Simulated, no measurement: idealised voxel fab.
process module | voxel transistor to metal
cross-section cut | 150 nm wide | cells 5 nm
A cross-section is a grid of square cells, given in bands from the top down. A band is one or more rows of cells.
Each band's line starts with the height of the band's top and of its bottom, in nm. Then come its materials from left to right, each with its width in nm. One material with "throughout" fills the band from edge to edge. "air" is empty space.
Height 0 is the level under which the wafer as received is all one material. The lowest band goes on downwards, as in "0 down".
A width such as "30 to 40" changes by the same amount from each row of cells to the next, from the band's top row to its bottom row.
"no change" after a step means that no cell of the cross-section changed.
closed voids: empty space of 8 cells or more with no open way to the top, each as width x height at its distance from the left edge, in nm
after a step's settings: what the simulator itself notes on the step
overlay nm, on a step with a mask: how far to the right of its planned place the mask lay; to the left if negative
plan
1 op RECEIVE | material Si
2 op CONFORMAL_DEP | material SiO2 | thk nm 5
3 op CONFORMAL_DEP | material SiN | thk nm 10
4 op DIRECTIONAL_DEP | material aC | thk nm 15
5 op PATTERN | tone cover | mask id ACTIVE | material resist | width nm 115 | thk nm 35 | overlay nm 0
6 op DIRECTIONAL_ETCH | etch materials aC | depth nm 15
7 op STRIP | etch materials resist
8 op DIRECTIONAL_ETCH | etch materials SiN | depth nm 10
9 op DIRECTIONAL_ETCH | etch materials SiO2 | depth nm 5
10 op DIRECTIONAL_ETCH | etch materials Si | depth nm 35
11 op STRIP | etch materials aC
12 op FILL_DEP | material SiO2 | thk nm 10
13 op CMP | height nm 15
14 op SELECTIVE_ETCH | etch materials SiO2 | depth nm 5
15 op STRIP | etch materials SiN
16 op SELECTIVE_ETCH | etch materials SiO2 | depth nm 5
17 op OXIDIZE | depth nm 5
18 op DIRECTIONAL_DEP | material polySi | thk nm 30
19 op DIRECTIONAL_DEP | material SiCN | thk nm 15
20 op DIRECTIONAL_DEP | material aC | thk nm 15
21 op PATTERN | tone cover | mask id GATE | material resist | width nm 35 | thk nm 35 | overlay nm 0
22 op DIRECTIONAL_ETCH | etch materials aC | depth nm 15
23 op STRIP | etch materials resist
24 op DIRECTIONAL_ETCH | etch materials SiCN | depth nm 25
25 op DIRECTIONAL_ETCH | etch materials polySi | depth nm 40
26 op STRIP | etch materials aC
27 op CONFORMAL_DEP | material SiN | thk nm 10
28 op DIRECTIONAL_ETCH | etch materials SiN | depth nm 10
29 op DIRECTIONAL_ETCH | etch materials SiO2 | depth nm 5
30 op DIRECTIONAL_ETCH | etch materials Si | depth nm 15
31 op EPI | material pSi | thk nm 15
32 op FILL_DEP | material SiO2 | thk nm 5
33 op CMP | height nm 30
34 op STRIP | etch materials polySi
35 op SELECTIVE_ETCH | etch materials SiO2 | depth nm 5
36 op CONFORMAL_DEP | material HfO2 | thk nm 5
37 op CONFORMAL_DEP | material TiN | thk nm 5
38 op FILL_DEP | material W | thk nm 5
39 op CMP | height nm 25
40 op DIRECTIONAL_DEP | material SiO2 | thk nm 10
41 op DIRECTIONAL_DEP | material aC | thk nm 15
42 op PATTERN | tone open | mask id CONTACT | material resist | width nm 15 | pitch nm 90 | thk nm 35 | overlay nm 0
43 op DIRECTIONAL_ETCH | etch materials aC | depth nm 15
44 op STRIP | etch materials resist
45 op DIRECTIONAL_ETCH | etch materials SiO2 | depth nm 25
46 op STRIP | etch materials aC
47 op CONFORMAL_DEP | material TiN | thk nm 5
48 op FILL_DEP | material Ru | thk nm 10
49 op CMP | height nm 35
50 op DIRECTIONAL_DEP | material TiN | thk nm 5
51 op DIRECTIONAL_DEP | material W | thk nm 20
52 op PATTERN | tone cover | mask id METAL_1 | material resist | width nm 15 | pitch nm 90 | thk nm 20 | overlay nm 0
53 op DIRECTIONAL_ETCH | etch materials W | depth nm 20
54 op DIRECTIONAL_ETCH | etch materials TiN | depth nm 5
55 op STRIP | etch materials resist
56 op CONFORMAL_DEP | material SiN | thk nm 5
57 op FILL_DEP | material lowk | thk nm 10
58 op CMP | height nm 60
59 op CONFORMAL_DEP | material SiCN | thk nm 5
60 op DIRECTIONAL_DEP | material lowk | thk nm 25
61 op MASKED_ETCH | tone open | mask id METAL_2 | width nm 15 | pitch nm 90 | etch materials lowk | depth nm 15 | overlay nm 0
62 op MASKED_ETCH | tone open | mask id METAL_2_HOLES | width nm 15 | pitch nm 90 | etch materials lowk | depth nm 10 | overlay nm 0
63 op MASKED_ETCH | tone open | mask id METAL_2_HOLES | width nm 15 | pitch nm 90 | etch materials SiCN | depth nm 5 | overlay nm 0
64 op CONFORMAL_DEP | material TiN | thk nm 5
65 op FILL_DEP | material Ru | thk nm 5
66 op CMP | height nm 90
67 op CONFORMAL_DEP | material SiCN | thk nm 5
as received, after step 1
  0 down: Si throughout
  closed voids: none
first wafer at the end, as planned
  95 to 90: SiCN throughout
  90 to 65: lowk 20 | TiN 5 | Ru 5 | TiN 5 | lowk 75 | TiN 5 | Ru 5 | TiN 5 | lowk 25
  65 to 60: SiCN 20 | TiN 15 | SiCN 75 | TiN 15 | SiCN 25
  60 to 40: lowk 15 | SiN 5 | W 15 | SiN 5 | lowk 65 | SiN 5 | W 15 | SiN 5 | lowk 20
  40 to 35: SiN 20 | TiN 15 | SiN 75 | TiN 15 | SiN 25
  35 to 25: SiO2 20 | TiN 5 | Ru 5 | TiN 5 | SiO2 75 | TiN 5 | Ru 5 | TiN 5 | SiO2 25
  25 to 15: SiO2 20 | TiN 5 | Ru 5 | TiN 5 | SiO2 10 | SiN 10 | HfO2 5 | TiN 5 | W 15 | TiN 5 | HfO2 5 | SiN 10 | SiO2 10 | TiN 5 | Ru 5 | TiN 5 | SiO2 25
  15 to 10: SiO2 20 | TiN 15 | SiO2 10 | SiN 10 | HfO2 5 | TiN 5 | W 15 | TiN 5 | HfO2 5 | SiN 10 | SiO2 10 | TiN 15 | SiO2 25
  10 to 5: SiO2 15 | pSi 30 | SiN 10 | HfO2 5 | TiN 5 | W 15 | TiN 5 | HfO2 5 | SiN 10 | pSi 30 | SiO2 20
  5 to 0: SiO2 10 | SiN 10 | pSi 25 | SiN 10 | HfO2 5 | TiN 25 | HfO2 5 | SiN 10 | pSi 25 | SiN 10 | SiO2 15
  0 to -5: SiO2 20 | pSi 25 | SiO2 5 | HfO2 45 | SiO2 5 | pSi 25 | SiO2 25
  -5 to -20: SiO2 15 | Si 5 | pSi 25 | Si 55 | pSi 25 | Si 5 | SiO2 20
  -20 to -35: SiO2 15 | Si 115 | SiO2 20
  -35 down: Si throughout
  closed voids: none
second wafer at the end: like start, like plan, one mistake
  95 to 90: SiCN throughout
  90 to 65: lowk 20 | TiN 5 | Ru 5 | TiN 5 | lowk 75 | TiN 5 | Ru 5 | TiN 5 | lowk 25
  65 to 60: SiCN 20 | TiN 15 | SiCN 75 | TiN 15 | SiCN 25
  60 to 40: lowk 15 | SiN 5 | W 15 | SiN 5 | lowk 65 | SiN 5 | W 15 | SiN 5 | lowk 20
  40 to 35: SiN 20 | TiN 15 | SiN 75 | TiN 15 | SiN 25
  35 to 25: SiO2 20 | TiN 5 | Ru 5 | TiN 5 | SiO2 75 | TiN 5 | Ru 5 | TiN 5 | SiO2 25
  25 to 15: SiO2 20 | TiN 5 | Ru 5 | TiN 5 | SiO2 10 | SiN 10 | HfO2 5 | TiN 5 | W 15 | TiN 5 | HfO2 5 | SiN 10 | SiO2 10 | TiN 5 | Ru 5 | TiN 5 | SiO2 25
  15 to 10: SiO2 20 | TiN 15 | SiO2 10 | SiN 10 | HfO2 5 | TiN 5 | W 15 | TiN 5 | HfO2 5 | SiN 10 | SiO2 10 | TiN 15 | SiO2 25
  10 to 5: SiO2 30 | pSi 15 | SiN 10 | HfO2 5 | TiN 5 | W 15 | TiN 5 | HfO2 5 | SiN 10 | pSi 15 | SiO2 35
  5 to 0: SiO2 10 | SiN 10 | pSi 25 | SiN 10 | HfO2 5 | TiN 25 | HfO2 5 | SiN 10 | pSi 25 | SiN 10 | SiO2 15
  0 to -5: SiO2 10 | SiN 5 | SiO2 5 | pSi 25 | SiO2 5 | HfO2 45 | SiO2 5 | pSi 25 | SiO2 5 | SiN 5 | SiO2 15
  -5 to -10: SiO2 20 | pSi 25 | Si 55 | pSi 25 | SiO2 25
  -10 to -20: SiO2 15 | Si 5 | pSi 25 | Si 55 | pSi 25 | Si 5 | SiO2 20
  -20 to -35: SiO2 15 | Si 115 | SiO2 20
  -35 down: Si throughout
  closed voids: none
what went wrong: step 2 was left out
at the end the second wafer has, in cells: 2 fewer of Si | 2 more of SiN | 6 more of SiO2 | 6 fewer of pSi
